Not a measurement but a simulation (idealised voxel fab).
Process module name: voxel self aligned contacts
Each square cell in cross-section cut measures 5 nm, and the section as a whole is 180 nm wide.
Bands, listed from the top down, are how a cross-section gets written in this document; the cross-section itself is a grid of square cells, and a band is one or more rows of them. Within each band entry, the heights of the top and of the bottom of the band appear first, in that order and in nm; the materials of the band then follow from left to right, each with its corresponding width in nm. The designation "all across" on a single material indicates that it fills the band from edge to edge; the designation "blank" indicates empty space. Height datum 0, below which the as-received substrate wafer is one material. Lowest band open at the bottom, running downward: "from 0 down". Width "30->40": first value at the band's top row of cells, second value at its bottom row, equal change from row to row. "nothing got changed" after a step means that no cell of the cross-section changed. Empty spaces counting at least 8 cells and having no open way to the top are listed in "Sealed internal voids". The notation width x height at distance is used for each, the distance being from the left edge and all three values in nm. Text after the settings on a step's line: the simulator's own remark on that step. overlay nm: mask right of planned place by this much (step with mask). Neg. = left.
Listed below are the process steps as planned:
step 1: RECEIVE, material Si
step 2: CONFORMAL_DEP, material SiO2, thk nm 5
step 3: DIRECTIONAL_DEP, material polySi, thk nm 25
step 4: DIRECTIONAL_DEP, material SiN, thk nm 20
step 5: PATTERN, tone cover, mask id GATE, material resist, width nm 35, pitch nm 70, thk nm 15, overlay nm 0
step 6: DIRECTIONAL_ETCH, etch materials SiN, depth nm 20
step 7: DIRECTIONAL_ETCH, etch materials polySi, depth nm 25
step 8: STRIP, etch materials resist
step 9: CONFORMAL_DEP, material SiN, thk nm 5
step 10: DIRECTIONAL_ETCH, etch materials SiN, depth nm 5
step 11: FILL_DEP, material SiO2, thk nm 15
step 12: CMP, height nm 60
step 13: MASKED_ETCH, tone open, mask id CONTACT, width nm 55, etch materials SiO2, depth nm 60, overlay nm 0
step 14: CONFORMAL_DEP, material TiN, thk nm 5
step 15: FILL_DEP, material W, thk nm 5
step 16: CMP, height nm 60
step 17: CONFORMAL_DEP, material SiN, thk nm 5
Run as planned: first of two wafers:
as received, after step 1:
	from 0 down = Si all across
	Sealed internal voids: none
Cross-section: wafer state after step 2:
	from 5 to 0 = SiO2 all across
	All layers under 0 are left as they were.
Cross-section: wafer state after step 3:
	from 30 to 5 = polySi all across
	All layers under 5 are left as they were.
Cross-section: wafer state after step 4:
	from 50 to 30 = SiN all across
	All layers under 30 are left as they were.
Cross-section: wafer state after step 5:
	from 65 to 50 = 35 nm blank, 35 nm resist, 35 nm blank, 35 nm resist, 40 nm blank
	All layers under 50 are left as they were.
Cross-section: wafer state after step 6:
	from 65 to 50 = 35 nm blank, 35 nm resist, 35 nm blank, 35 nm resist, 40 nm blank
	from 50 to 30 = 35 nm blank, 35 nm SiN, 35 nm blank, 35 nm SiN, 40 nm blank
	All layers under 30 are left as they were.
Cross-section: wafer state after step 7:
	from 65 to 50 = 35 nm blank, 35 nm resist, 35 nm blank, 35 nm resist, 40 nm blank
	from 50 to 30 = 35 nm blank, 35 nm SiN, 35 nm blank, 35 nm SiN, 40 nm blank
	from 30 to 5 = 35 nm blank, 35 nm polySi, 35 nm blank, 35 nm polySi, 40 nm blank
	All layers under 5 are left as they were.
Cross-section: wafer state after step 8:
	from 50 to 30 = 35 nm blank, 35 nm SiN, 35 nm blank, 35 nm SiN, 40 nm blank
	All layers under 30 are left as they were.
Cross-section: wafer state after step 9:
	from 55 to 30 = 30 nm blank, 45 nm SiN, 25 nm blank, 45 nm SiN, 35 nm blank
	from 30 to 10 = 30 nm blank, 5 nm SiN, 35 nm polySi, 5 nm SiN, 25 nm blank, 5 nm SiN, 35 nm polySi, 5 nm SiN, 35 nm blank
	from 10 to 5 = 35 nm SiN, 35 nm polySi, 35 nm SiN, 35 nm polySi, 40 nm SiN
	All layers under 5 are left as they were.
Cross-section: wafer state after step 10:
	from 50 to 30 = 30 nm blank, 45 nm SiN, 25 nm blank, 45 nm SiN, 35 nm blank
	from 30 to 5 = 30 nm blank, 5 nm SiN, 35 nm polySi, 5 nm SiN, 25 nm blank, 5 nm SiN, 35 nm polySi, 5 nm SiN, 35 nm blank
	All layers under 5 are left as they were.
Cross-section: wafer state after step 11:
	from 65 to 50 = SiO2 all across
	from 50 to 30 = 30 nm SiO2, 45 nm SiN, 25 nm SiO2, 45 nm SiN, 35 nm SiO2
	from 30 to 5 = 30 nm SiO2, 5 nm SiN, 35 nm polySi, 5 nm SiN, 25 nm SiO2, 5 nm SiN, 35 nm polySi, 5 nm SiN, 35 nm SiO2
	All layers under 5 are left as they were.
Cross-section: wafer state after step 12:
	from 60 to 50 = SiO2 all across
	All layers under 50 are left as they were.
Cross-section: wafer state after step 13:
	from 60 to 50 = 60 nm SiO2, 55 nm blank, 65 nm SiO2
	from 50 to 30 = 30 nm SiO2, 45 nm SiN, 25 nm blank, 45 nm SiN, 35 nm SiO2
	from 30 to 5 = 30 nm SiO2, 5 nm SiN, 35 nm polySi, 5 nm SiN, 25 nm blank, 5 nm SiN, 35 nm polySi, 5 nm SiN, 35 nm SiO2
	from 5 to 0 = 75 nm SiO2, 25 nm blank, 80 nm SiO2
	All layers under 0 are left as they were.
Cross-section: wafer state after step 14:
	from 65 to 60 = 65 nm TiN, 45 nm blank, 70 nm TiN
	from 60 to 50 = 60 nm SiO2, 5->20 nm TiN, 45->15 nm blank, 5->20 nm TiN, 65 nm SiO2
	from 50 to 30 = 30 nm SiO2, 45 nm SiN, 5 nm TiN, 15 nm blank, 5 nm TiN, 45 nm SiN, 35 nm SiO2
	from 30 to 5 = 30 nm SiO2, 5 nm SiN, 35 nm polySi, 5 nm SiN, 5 nm TiN, 15 nm blank, 5 nm TiN, 5 nm SiN, 35 nm polySi, 5 nm SiN, 35 nm SiO2
	from 5 to 0 = 75 nm SiO2, 25 nm TiN, 80 nm SiO2
	All layers under 0 are left as they were.
Cross-section: wafer state after step 15:
	from 70 to 65 = W all across
	from 65 to 60 = 65 nm TiN, 45 nm W, 70 nm TiN
	from 60 to 50 = 60 nm SiO2, 5->20 nm TiN, 45->15 nm W, 5->20 nm TiN, 65 nm SiO2
	from 50 to 30 = 30 nm SiO2, 45 nm SiN, 5 nm TiN, 15 nm W, 5 nm TiN, 45 nm SiN, 35 nm SiO2
	from 30 to 5 = 30 nm SiO2, 5 nm SiN, 35 nm polySi, 5 nm SiN, 5 nm TiN, 15 nm W, 5 nm TiN, 5 nm SiN, 35 nm polySi, 5 nm SiN, 35 nm SiO2
	All layers under 5 are left as they were.
Cross-section: wafer state after step 16:
	from 60 to 50 = 60 nm SiO2, 5->20 nm TiN, 45->15 nm W, 5->20 nm TiN, 65 nm SiO2
	All layers under 50 are left as they were.
Cross-section: wafer state after step 17:
	from 65 to 60 = SiN all across
	All layers under 60 are left as they were.
Wafer two. Identical start, identical plan. One mistake in execution. Identical history through step 11:
Second wafer cross-section, taken as of the time the plan sets for step 12 to be done:
	from 50 to 30 = 30 nm SiO2, 45 nm SiN, 25 nm SiO2, 45 nm SiN, 35 nm SiO2
	All layers under 30 are left as they were.
Second wafer cross-section, taken as of the time the plan sets for step 13 to be done:
	from 50 to 30 = 30 nm SiO2, 45 nm SiN, 25 nm blank, 45 nm SiN, 35 nm SiO2
	from 30 to 5 = 30 nm SiO2, 5 nm SiN, 35 nm polySi, 5 nm SiN, 25 nm blank, 5 nm SiN, 35 nm polySi, 5 nm SiN, 35 nm SiO2
	from 5 to 0 = 75 nm SiO2, 25 nm blank, 80 nm SiO2
	All layers under 0 are left as they were.
Second wafer cross-section, taken as of the time the plan sets for step 14 to be done:
	from 55 to 50 = 80 nm TiN, 15 nm blank, 85 nm TiN
	from 50 to 30 = 30 nm SiO2, 45 nm SiN, 5 nm TiN, 15 nm blank, 5 nm TiN, 45 nm SiN, 35 nm SiO2
	from 30 to 5 = 30 nm SiO2, 5 nm SiN, 35 nm polySi, 5 nm SiN, 5 nm TiN, 15 nm blank, 5 nm TiN, 5 nm SiN, 35 nm polySi, 5 nm SiN, 35 nm SiO2
	from 5 to 0 = 75 nm SiO2, 25 nm TiN, 80 nm SiO2
	All layers under 0 are left as they were.
Second wafer cross-section, taken as of the time the plan sets for step 15 to be done:
	from 60 to 55 = W all across
	from 55 to 50 = 80 nm TiN, 15 nm W, 85 nm TiN
	from 50 to 30 = 30 nm SiO2, 45 nm SiN, 5 nm TiN, 15 nm W, 5 nm TiN, 45 nm SiN, 35 nm SiO2
	from 30 to 5 = 30 nm SiO2, 5 nm SiN, 35 nm polySi, 5 nm SiN, 5 nm TiN, 15 nm W, 5 nm TiN, 5 nm SiN, 35 nm polySi, 5 nm SiN, 35 nm SiO2
	All layers under 5 are left as they were.
Second wafer cross-section, taken as of the time the plan sets for step 16 to be done: nothing got changed
Second wafer cross-section, taken as of the time the plan sets for step 17 to be done:
	from 65 to 60 = SiN all across
	All layers under 60 are left as they were.
What was done differently from what was planned? it should be noted that step 12 was executed with settings other than those planned, the operation and settings actually applied being CMP, height nm 50
Materials where the second wafer ends with more or fewer cells than the first: SiO2: 50 fewer; TiN: 23 more; W: 27 more
